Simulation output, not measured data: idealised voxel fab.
Module name: voxel wiring stack (process module)
Section cut is 235 nm wide and gridded with 5 nm square cells.
Reading order for cross-sections: top band down to bottom band. Underlying form: a grid of square cells. Band size: one or more rows of cells.
Band: top and bottom heights (nm) first, top before bottom; then materials from left to right, widths in nm. "full width" marks a sole material filling the band edge to edge. "blank" denotes empty space.
Below 0: as-received wafer, all one material; heights counted from there. Lowest band: no bottom, goes on down, written "from 0 down".
Width "30..40": first value at the band's top row of cells, second value at its bottom row, equal change from row to row.
A step reported as "no modifications" is a step in which no cell of the cross-section changed.
"Fully sealed cavities" enumerates empty spaces isolated from the top, with no open way to it, that contain at least 8 cells, giving each as width x height at distance from the left edge, all three in nm.
Past the settings on a step's line: simulator remark, on that step.
overlay nm: step with mask; distance mask lay right of planned place; negative value = left of planned place.
**The planned process steps are enumerated hereunder**
- 1: RECEIVE,material Si
- 2: CONFORMAL_DEP,material SiO2,thk nm 15
- 3: DIRECTIONAL_DEP,material TiN,thk nm 5
- 4: DIRECTIONAL_DEP,material W,thk nm 20
- 5: DIRECTIONAL_DEP,material aC,thk nm 15
- 6: PATTERN,tone cover,mask id METAL_1,material resist,width nm 30,pitch nm 60,thk nm 30,overlay nm 0
- 7: DIRECTIONAL_ETCH,etch materials aC,depth nm 15
- 8: STRIP,etch materials resist
- 9: DIRECTIONAL_ETCH,etch materials W,depth nm 20
- 10: DIRECTIONAL_ETCH,etch materials TiN,depth nm 5
- 11: STRIP,etch materials aC
- 12: CONFORMAL_DEP,material SiCN,thk nm 5
- 13: FILL_DEP,material lowk,thk nm 10
- 14: CMP,height nm 40
- 15: CONFORMAL_DEP,material SiCN,thk nm 5
- 16: DIRECTIONAL_DEP,material SiO2,thk nm 20
- 17: MASKED_ETCH,tone open,mask id PLUG_1,width nm 15,pitch nm 120,etch materials SiO2,depth nm 20,overlay nm 0
- 18: MASKED_ETCH,tone open,mask id PLUG_1,width nm 15,pitch nm 120,etch materials SiCN,depth nm 5,overlay nm 0
- 19: CONFORMAL_DEP,material TiN,thk nm 5
- 20: FILL_DEP,material W,thk nm 5
- 21: CMP,height nm 65
- 22: CONFORMAL_DEP,material SiCN,thk nm 5
- 23: DIRECTIONAL_DEP,material SiO2,thk nm 15
- 24: PATTERN,tone open,mask id METAL_2,material resist,width nm 30,pitch nm 60,thk nm 20,overlay nm 0
- 25: DIRECTIONAL_ETCH,etch materials SiO2,depth nm 15
- 26: DIRECTIONAL_ETCH,etch materials SiCN,depth nm 5
- 27: STRIP,etch materials resist
- 28: CONFORMAL_DEP,material TiN,thk nm 5
- 29: FILL_DEP,material W,thk nm 5
- 30: CMP,height nm 85
- 31: CONFORMAL_DEP,material SiCN,thk nm 5
- 32: DIRECTIONAL_DEP,material SiO2,thk nm 10
- 33: MASKED_ETCH,tone open,mask id PLUG_2,width nm 15,pitch nm 60,etch materials SiO2,depth nm 10,overlay nm 0
- 34: MASKED_ETCH,tone open,mask id PLUG_2,width nm 15,pitch nm 60,etch materials SiCN,depth nm 5,overlay nm 0
- 35: CONFORMAL_DEP,material TiN,thk nm 5
- 36: FILL_DEP,material W,thk nm 5
- 37: CMP,height nm 100
- 38: DIRECTIONAL_DEP,material TiN,thk nm 5
- 39: DIRECTIONAL_DEP,material Ru,thk nm 25
- 40: MASKED_ETCH,tone cover,mask id METAL_3,width nm 30,pitch nm 60,etch materials Ru,depth nm 25,overlay nm 0
- 41: MASKED_ETCH,tone cover,mask id METAL_3,width nm 30,pitch nm 60,etch materials TiN,depth nm 5,overlay nm 0
- 42: CONFORMAL_DEP,material SiN,thk nm 5
- 43: FILL_DEP,material lowk,thk nm 5
- 44: CMP,height nm 130
- 45: CONFORMAL_DEP,material SiCN,thk nm 5
**as received, after step 1**
	from 0 down = Si full width
	Fully sealed cavities: none
**Module complete, cross-section. Starting point and plan per above. One mistake made in running the module**
	from 135 to 130 = SiCN full width
	from 130 to 105 = lowk 35 nm, SiN 5 nm, Ru 30 nm, SiN 5 nm, lowk 20 nm, SiN 5 nm, Ru 30 nm, SiN 5 nm, lowk 20 nm, SiN 5 nm, Ru 30 nm, SiN 5 nm, lowk 40 nm
	from 105 to 100 = SiN 40 nm, TiN 30 nm, SiN 30 nm, TiN 30 nm, SiN 30 nm, TiN 30 nm, SiN 45 nm
	from 100 to 90 = SiO2 40 nm, TiN 5 nm, W 5 nm, TiN 5 nm, SiO2 45 nm, TiN 5 nm, W 5 nm, TiN 5 nm, SiO2 45 nm, TiN 5 nm, W 5 nm, TiN 5 nm, SiO2 60 nm
	from 90 to 85 = SiCN 40 nm, TiN 15 nm, SiCN 45 nm, TiN 15 nm, SiCN 45 nm, TiN 15 nm, SiCN 60 nm
	from 85 to 70 = SiO2 45 nm, TiN 5 nm, W 15 nm, TiN 5 nm, SiO2 35 nm, TiN 5 nm, W 15 nm, TiN 5 nm, SiO2 35 nm, TiN 5 nm, W 15 nm, TiN 5 nm, SiO2 45 nm
	from 70 to 65 = SiCN 45 nm, TiN 25 nm, SiCN 35 nm, TiN 25 nm, SiCN 35 nm, TiN 25 nm, SiCN 45 nm
	from 65 to 45 = SiO2 40 nm, TiN 5 nm, W 5 nm, TiN 5 nm, SiO2 105 nm, TiN 5 nm, W 5 nm, TiN 5 nm, SiO2 60 nm
	from 45 to 40 = SiCN 40 nm, TiN 15 nm, SiCN 105 nm, TiN 15 nm, SiCN 60 nm
	from 40 to 20 = lowk 35 nm, SiCN 5 nm, W 30 nm, SiCN 5 nm, lowk 20 nm, SiCN 5 nm, W 30 nm, SiCN 5 nm, lowk 20 nm, SiCN 5 nm, W 30 nm, SiCN 5 nm, lowk 40 nm
	from 20 to 15 = SiCN 40 nm, TiN 30 nm, SiCN 30 nm, TiN 30 nm, SiCN 30 nm, TiN 30 nm, SiCN 45 nm
	from 15 to 0 = SiO2 full width
	from 0 down = Si full width
	Fully sealed cavities: none
Nonconformance to the process plan: step 24 changed vs plan, executed as PATTERN,tone open,mask id METAL_2,material resist,width nm 25,pitch nm 60,thk nm 20,overlay nm 0
